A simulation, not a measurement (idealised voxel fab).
process module | voxel fin reveal
cross-section cut | 155 nm wide | cells 5 nm
A cross-section is a grid of square cells, given in bands from the top down. A band is one or more rows of cells.
Each band's line starts with the height of the band's top and of its bottom, in nm. Then come its materials from left to right, each with its width in nm. One material with "throughout" fills the band from edge to edge. "air" is empty space.
Height 0 is the level under which the wafer as received is all one material. The lowest band goes on downwards, as in "0 down".
A width such as "30 to 40" changes by the same amount from each row of cells to the next, from the band's top row to its bottom row.
"no change" after a step means that no cell of the cross-section changed.
closed voids: empty space of 8 cells or more with no open way to the top, each as width x height at its distance from the left edge, in nm
after a step's settings: what the simulator itself notes on the step
overlay nm, on a step with a mask: how far to the right of its planned place the mask lay; to the left if negative
plan
1 op RECEIVE | material Si
2 op CONFORMAL_DEP | material SiN | thk nm 5
3 op MASKED_ETCH | tone cover | mask id FINS | width nm 15 | pitch nm 40 | etch materials SiN | depth nm 5 | overlay nm 0
4 op MASKED_ETCH | tone cover | mask id FINS | width nm 15 | pitch nm 40 | etch materials Si | depth nm 35 | overlay nm 0
5 op OXIDIZE | depth nm 5
6 op FILL_DEP | material SiO2 | thk nm 10
7 op CMP | height nm 5
8 op SELECTIVE_ETCH | etch materials SiO2 | depth nm 30
9 op STRIP | etch materials SiN
as received, after step 1
  0 down: Si throughout
  closed voids: none
first wafer at the end, as planned
  0 to -25: air 35 | Si 5 | air 35 | Si 5 | air 35 | Si 5 | air 35
  -25 to -40: SiO2 35 | Si 5 | SiO2 35 | Si 5 | SiO2 35 | Si 5 | SiO2 35
  -40 down: Si throughout
  closed voids: none
second wafer at the end: like start, like plan, one mistake
  0 to -5: air 25 | Si 5 | air 35 | Si 5 | air 35 | Si 5 | air 45
  -5 to -25: air 25 | Si 15 | air 25 | Si 15 | air 25 | Si 15 | air 35
  -25 to -40: SiO2 25 | Si 15 | SiO2 25 | Si 15 | SiO2 25 | Si 15 | SiO2 35
  -40 down: Si throughout
  closed voids: none
what went wrong: step 3 ran as: op MASKED_ETCH | tone cover | mask id FINS | width nm 15 | pitch nm 40 | etch materials SiN | depth nm 5 | overlay nm -10
at the end the second wafer has, in cells: 42 more of Si | 18 fewer of SiO2
